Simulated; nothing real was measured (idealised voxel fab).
The process module that follows is named voxel wiring stack.
FYI the section here is cut, 270 nm wide, cells are 5 nm squares.
In what follows, cross-sections appear as grids of square cells, described through bands that run from the top down, where every band is one or more rows of cells.
Top, bottom (nm), then materials left to right with widths (nm); lone material tagged "throughout" fills the whole band edge to edge; "blank" = empty space.
A quick word on heights: they are counted from 0, and under that level the wafer as it came to us is one material throughout. The lowest band is different from the rest in having no bottom; it simply continues downward, written as in "0 -> down".
Think of "30..40" as a width that walks from the first number to the second as you go down the band, top row to bottom row, taking equal-sized steps from row to row.
"everything unchanged" for a step: no cell of the cross-section changed in that step.
"Trapped cavities": sealed empty spaces, 8 cells or more, no open way to top, listed width x height at distance, with distance from the left edge and width, height and distance in nm.
Post-settings text on a step line: simulator's own remark regarding the step.
"overlay nm" on a masked step: distance the mask lay right of its planned place, negative for left.
PLANNED STEP LIST FOR THE PROCESS
1 RECEIVE,material Si
2 CONFORMAL_DEP,material SiO2,thk nm 10
3 DIRECTIONAL_DEP,material TiN,thk nm 5
4 DIRECTIONAL_DEP,material Ru,thk nm 25
5 DIRECTIONAL_DEP,material aC,thk nm 10
6 PATTERN,tone cover,mask id METAL_1,material resist,width nm 20,pitch nm 45,thk nm 25,overlay nm 0
7 DIRECTIONAL_ETCH,etch materials aC,depth nm 10
8 STRIP,etch materials resist
9 DIRECTIONAL_ETCH,etch materials Ru,depth nm 25
10 DIRECTIONAL_ETCH,etch materials TiN,depth nm 5
11 STRIP,etch materials aC
12 CONFORMAL_DEP,material SiCN,thk nm 5
13 FILL_DEP,material SiO2,thk nm 10
14 CMP,height nm 40
15 CONFORMAL_DEP,material SiCN,thk nm 5
16 DIRECTIONAL_DEP,material lowk,thk nm 10
17 PATTERN,tone open,mask id PLUG_1,material resist,width nm 15,pitch nm 90,thk nm 20,overlay nm 0
18 DIRECTIONAL_ETCH,etch materials lowk,depth nm 10
19 DIRECTIONAL_ETCH,etch materials SiCN,depth nm 5
20 STRIP,etch materials resist
21 CONFORMAL_DEP,material TiN,thk nm 5
22 FILL_DEP,material Ru,thk nm 10
23 CMP,height nm 55
24 CONFORMAL_DEP,material SiCN,thk nm 5
25 DIRECTIONAL_DEP,material lowk,thk nm 20
26 PATTERN,tone open,mask id METAL_2,material resist,width nm 20,pitch nm 45,thk nm 15,overlay nm 0
27 DIRECTIONAL_ETCH,etch materials lowk,depth nm 20
28 DIRECTIONAL_ETCH,etch materials SiCN,depth nm 5
29 STRIP,etch materials resist
30 CONFORMAL_DEP,material TiN,thk nm 5
31 FILL_DEP,material W,thk nm 10
32 CMP,height nm 80
33 CONFORMAL_DEP,material SiCN,thk nm 5
34 DIRECTIONAL_DEP,material lowk,thk nm 30
35 DIRECTIONAL_DEP,material aC,thk nm 10
36 PATTERN,tone open,mask id METAL_3,material resist,width nm 20,pitch nm 45,thk nm 30,overlay nm 0
37 DIRECTIONAL_ETCH,etch materials aC,depth nm 10
38 STRIP,etch materials resist
39 DIRECTIONAL_ETCH,etch materials lowk,depth nm 20
40 STRIP,etch materials aC
41 DIRECTIONAL_DEP,material aC,thk nm 10
42 PATTERN,tone open,mask id METAL_3_HOLES,material resist,width nm 15,pitch nm 90,thk nm 30,overlay nm 0
43 DIRECTIONAL_ETCH,etch materials aC,depth nm 10
44 STRIP,etch materials resist
45 DIRECTIONAL_ETCH,etch materials lowk,depth nm 10
46 DIRECTIONAL_ETCH,etch materials SiCN,depth nm 5
47 STRIP,etch materials aC
48 CONFORMAL_DEP,material TiN,thk nm 5
49 FILL_DEP,material Ru,thk nm 10
50 CMP,height nm 115
51 CONFORMAL_DEP,material SiCN,thk nm 5
52 DIRECTIONAL_DEP,material SiO2,thk nm 10
53 DIRECTIONAL_DEP,material aC,thk nm 15
54 PATTERN,tone open,mask id PLUG_3,material resist,width nm 15,pitch nm 45,thk nm 35,overlay nm 0
55 DIRECTIONAL_ETCH,etch materials aC,depth nm 15
56 STRIP,etch materials resist
57 DIRECTIONAL_ETCH,etch materials SiO2,depth nm 10
58 DIRECTIONAL_ETCH,etch materials SiCN,depth nm 5
59 STRIP,etch materials aC
60 EPI,material Ru,thk nm 10
61 EPI,material Ru,thk nm 5
62 CONFORMAL_DEP,material SiCN,thk nm 5
63 DIRECTIONAL_DEP,material SiO2,thk nm 20
64 PATTERN,tone open,mask id METAL_4,material resist,width nm 20,pitch nm 45,thk nm 20,overlay nm 0
65 DIRECTIONAL_ETCH,etch materials SiO2,depth nm 20
66 DIRECTIONAL_ETCH,etch materials SiCN,depth nm 5
67 STRIP,etch materials resist
68 CONFORMAL_DEP,material TiN,thk nm 5
69 FILL_DEP,material W,thk nm 5
70 CMP,height nm 155
71 CONFORMAL_DEP,material SiCN,thk nm 5
The plan's step 42 width nm is the first wafer's value; the wafers differ in this setting and start identical.
RECEIVED WAFERS, FIRST OF SEVERAL: CROSS-SECTION AFTER STEP 1
> 0 -> down | Si throughout
> Trapped cavities: none
QUICK LOOK AT THE CROSS-SECTION OF THE FIRST OF SEVERAL WAFERS AFTER STEP 71, WHICH WRAPS UP THE MODULE
> 160 -> 155 | SiCN throughout
> 155 -> 135 | SiO2 55, then TiN 5, then W 10, then TiN 5, then SiO2 25, then TiN 5, then W 10, then TiN 5, then SiO2 25, then TiN 5, then W 10, then TiN 5, then SiO2 25, then TiN 5, then W 10, then TiN 5, then SiO2 60
> 135 -> 130 | SiCN 55, then TiN 20, then SiCN 25, then TiN 20, then SiCN 25, then TiN 20, then SiCN 25, then TiN 20, then SiCN 60
> 130 -> 120 | SiO2 55, then Ru 15, then SiO2 30, then Ru 15, then SiO2 30, then Ru 15, then SiO2 30, then Ru 15, then SiO2 65
> 120 -> 115 | SiCN 55, then Ru 15, then SiCN 30, then Ru 15, then SiCN 30, then Ru 15, then SiCN 30, then Ru 15, then SiCN 65
> 115 -> 100 | lowk 55, then TiN 5, then Ru 10, then TiN 5, then lowk 25, then TiN 5, then Ru 10, then TiN 5, then lowk 25, then TiN 5, then Ru 10, then TiN 5, then lowk 25, then TiN 5, then Ru 10, then TiN 5, then lowk 60
> 100 -> 95 | lowk 55, then TiN 5, then Ru 5, then TiN 10, then lowk 25, then TiN 20, then lowk 25, then TiN 5, then Ru 5, then TiN 10, then lowk 25, then TiN 20, then lowk 60
> 95 -> 85 | lowk 55, then TiN 5, then Ru 5, then TiN 5, then lowk 75, then TiN 5, then Ru 5, then TiN 5, then lowk 110
> 85 -> 80 | SiCN 55, then TiN 15, then SiCN 75, then TiN 15, then SiCN 110
> 80 -> 60 | lowk 55, then TiN 5, then W 10, then TiN 5, then lowk 25, then TiN 5, then W 10, then TiN 5, then lowk 25, then TiN 5, then W 10, then TiN 5, then lowk 25, then TiN 5, then W 10, then TiN 5, then lowk 60
> 60 -> 55 | SiCN 55, then TiN 20, then SiCN 25, then TiN 20, then SiCN 25, then TiN 20, then SiCN 25, then TiN 20, then SiCN 60
> 55 -> 45 | lowk 55, then TiN 5, then Ru 5, then TiN 5, then lowk 75, then TiN 5, then Ru 5, then TiN 5, then lowk 110
> 45 -> 40 | SiCN 55, then TiN 15, then SiCN 75, then TiN 15, then SiCN 110
> 40 -> 15 | SiO2 50, then SiCN 5, then Ru 20, then SiCN 5, then SiO2 15, then SiCN 5, then Ru 20, then SiCN 5, then SiO2 15, then SiCN 5, then Ru 20, then SiCN 5, then SiO2 15, then SiCN 5, then Ru 20, then SiCN 5, then SiO2 55
> 15 -> 10 | SiCN 55, then TiN 20, then SiCN 25, then TiN 20, then SiCN 25, then TiN 20, then SiCN 25, then TiN 20, then SiCN 60
> 10 -> 0 | SiO2 throughout
> 0 -> down | Si throughout
> Trapped cavities: none
LAST WAFER OF THE SET, CROSS-SECTIONED AT END OF MODULE
> 160 -> 155 | SiCN throughout
> 155 -> 135 | SiO2 55, then TiN 5, then W 10, then TiN 5, then SiO2 25, then TiN 5, then W 10, then TiN 5, then SiO2 25, then TiN 5, then W 10, then TiN 5, then SiO2 25, then TiN 5, then W 10, then TiN 5, then SiO2 60
> 135 -> 130 | SiCN 55, then TiN 20, then SiCN 25, then TiN 20, then SiCN 25, then TiN 20, then SiCN 25, then TiN 20, then SiCN 60
> 130 -> 120 | SiO2 55, then Ru 15, then SiO2 30, then Ru 15, then SiO2 30, then Ru 15, then SiO2 30, then Ru 15, then SiO2 65
> 120 -> 115 | SiCN 55, then Ru 15, then SiCN 30, then Ru 15, then SiCN 30, then Ru 15, then SiCN 30, then Ru 15, then SiCN 65
> 115 -> 105 | lowk 50, then TiN 5..10, then Ru 20..10, then TiN 5..10, then lowk 20, then TiN 5, then Ru 10, then TiN 5, then lowk 20, then TiN 5..10, then Ru 20..10, then TiN 5..10, then lowk 20, then TiN 5, then Ru 10, then TiN 5, then lowk 60
> 105 -> 100 | lowk 55, then TiN 5, then Ru 10, then TiN 5, then lowk 25, then TiN 5, then Ru 10, then TiN 5, then lowk 25, then TiN 5, then Ru 10, then TiN 5, then lowk 25, then TiN 5, then Ru 10, then TiN 5, then lowk 60
> 100 -> 95 | lowk 55, then TiN 5, then Ru 10, then TiN 5, then lowk 25, then TiN 20, then lowk 25, then TiN 5, then Ru 10, then TiN 5, then lowk 25, then TiN 20, then lowk 60
> 95 -> 85 | lowk 55, then TiN 5, then Ru 10, then TiN 5, then lowk 70, then TiN 5, then Ru 10, then TiN 5, then lowk 105
> 85 -> 80 | SiCN 55, then TiN 20, then SiCN 70, then TiN 20, then SiCN 105
> 80 -> 60 | lowk 55, then TiN 5, then W 10, then TiN 5, then lowk 25, then TiN 5, then W 10, then TiN 5, then lowk 25, then TiN 5, then W 10, then TiN 5, then lowk 25, then TiN 5, then W 10, then TiN 5, then lowk 60
> 60 -> 55 | SiCN 55, then TiN 20, then SiCN 25, then TiN 20, then SiCN 25, then TiN 20, then SiCN 25, then TiN 20, then SiCN 60
> 55 -> 45 | lowk 55, then TiN 5, then Ru 5, then TiN 5, then lowk 75, then TiN 5, then Ru 5, then TiN 5, then lowk 110
> 45 -> 40 | SiCN 55, then TiN 15, then SiCN 75, then TiN 15, then SiCN 110
> 40 -> 15 | SiO2 50, then SiCN 5, then Ru 20, then SiCN 5, then SiO2 15, then SiCN 5, then Ru 20, then SiCN 5, then SiO2 15, then SiCN 5, then Ru 20, then SiCN 5, then SiO2 15, then SiCN 5, then Ru 20, then SiCN 5, then SiO2 55
> 15 -> 10 | SiCN 55, then TiN 20, then SiCN 25, then TiN 20, then SiCN 25, then TiN 20, then SiCN 25, then TiN 20, then SiCN 60
> 10 -> 0 | SiO2 throughout
> 0 -> down | Si throughout
> Trapped cavities: none
WHAT FOLLOWS IS A TABLE IN WHICH EACH WAFER OCCUPIES A ROW; FOR THE WAFER AS IT STANDS AT THE CLOSE OF THE MODULE, THE ROW STATES, MATERIAL BY MATERIAL, HOW MANY CELLS HAVE BEEN GAINED (+) OR LOST (-) SINCE RECEIPT, AND THEN GIVES ITS CLOSED VOIDS
width nm 15; +150 Ru; +346 SiCN; +494 SiO2; +178 TiN; +64 W; +496 lowk; Trapped cavities: none
width nm 20; +156 Ru; +344 SiCN; +494 SiO2; +178 TiN; +64 W; +492 lowk; Trapped cavities: none
width nm 25; +158 Ru; +344 SiCN; +494 SiO2; +180 TiN; +64 W; +488 lowk; Trapped cavities: none
width nm 30; +160 Ru; +344 SiCN; +494 SiO2; +182 TiN; +64 W; +484 lowk; Trapped cavities: none
